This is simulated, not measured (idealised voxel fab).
The document below concerns the process module designated voxel self aligned vias.
Pictured: cross-section cut, 145 nm wide, on a grid of 5 nm square cells.
A cross-section is a grid of square cells, given in bands from the top down. A band is one or more rows of cells.
Within each band entry, the heights of the top and of the bottom of the band appear first, in that order and in nm; the materials of the band then follow from left to right, each with its corresponding width in nm. The designation "everywhere" on a single material indicates that it fills the band from edge to edge; the designation "air" indicates empty space.
Convention: height 0 is the level below which the wafer, as received, is all one material. The lowest band does not terminate at the bottom but continues downward, represented as "z 0 and below".
Graded width ("30..40"): value in top row of band = first number; value in bottom row = second number; row-to-row change constant.
It should be understood that the words "everything unchanged", when stated for a given step, signify that the cross-section underwent no change in any of its cells during that step.
The list in "Closed voids list" covers empty spaces of 8 cells or more that cannot reach the top through any open way, and it gives each as width x height at distance; the distance is from the left edge, and width, height and distance are in nm.
The remark found on a step's line after its settings is issued by the simulator itself and pertains to that step.
overlay nm, on a step with a mask: how far to the right of its planned place the mask lay; to the left if negative

These are the steps we planned for the process:
step 1: RECEIVE (material Si)
step 2: CONFORMAL_DEP (material SiO2; thk nm 10)
step 3: CONFORMAL_DEP (material SiCN; thk nm 5)
step 4: DIRECTIONAL_DEP (material SiO2; thk nm 30)
step 5: MASKED_ETCH (tone open; mask id LINES; width nm 30; pitch nm 55; etch materials SiO2; depth nm 30; overlay nm 0)
step 6: CONFORMAL_DEP (material TiN; thk nm 5)
step 7: FILL_DEP (material W; thk nm 5)
step 8: CMP (height nm 45)
step 9: SELECTIVE_ETCH (etch materials W Ru TiN; depth nm 5)
step 10: FILL_DEP (material SiN; thk nm 5)
step 11: CMP (height nm 45)
step 12: DIRECTIONAL_DEP (material SiO2; thk nm 15)
step 13: MASKED_ETCH (tone open; mask id VIAS; width nm 40; etch materials SiO2; depth nm 15; overlay nm 0)
step 14: MASKED_ETCH (tone open; mask id VIAS; width nm 40; etch materials SiN; depth nm 5; overlay nm 0)
step 15: CONFORMAL_DEP (material TiN; thk nm 5)
step 16: FILL_DEP (material Ru; thk nm 5)
step 17: CMP (height nm 60)
step 18: CONFORMAL_DEP (material SiN; thk nm 5)

Cross-sectional view of the wafer in its as-received condition, corresponding to the state after step 1:
- z 0 and below  Si everywhere
- Closed voids list: none

Starting wafer: above. Plan: above. Run: one mistake. Cross-section after the module: below:
- z 65 to 60  SiN everywhere
- z 60 to 50  SiO2 (25) | TiN (5) | Ru (30) | TiN (5) | SiO2 (80)
- z 50 to 45  SiO2 (25) | TiN (5) | Ru (20) | TiN (15) | SiO2 (80)
- z 45 to 40  SiO2 (25) | TiN (30) | SiO2 (25) | SiN (30) | SiO2 (35)
- z 40 to 20  SiO2 (25) | TiN (5) | W (20) | TiN (5) | SiO2 (25) | TiN (5) | W (20) | TiN (5) | SiO2 (35)
- z 20 to 15  SiO2 (25) | TiN (30) | SiO2 (25) | TiN (30) | SiO2 (35)
- z 15 to 10  SiCN everywhere
- z 10 to 0  SiO2 everywhere
- z 0 and below  Si everywhere
- Closed voids list: none
Short version of what went wrong: in deviation from the planned setting, step 5 was conducted as MASKED_ETCH (tone open; mask id LINES; width nm 30; pitch nm 55; etch materials SiO2; depth nm 30; overlay nm -5)
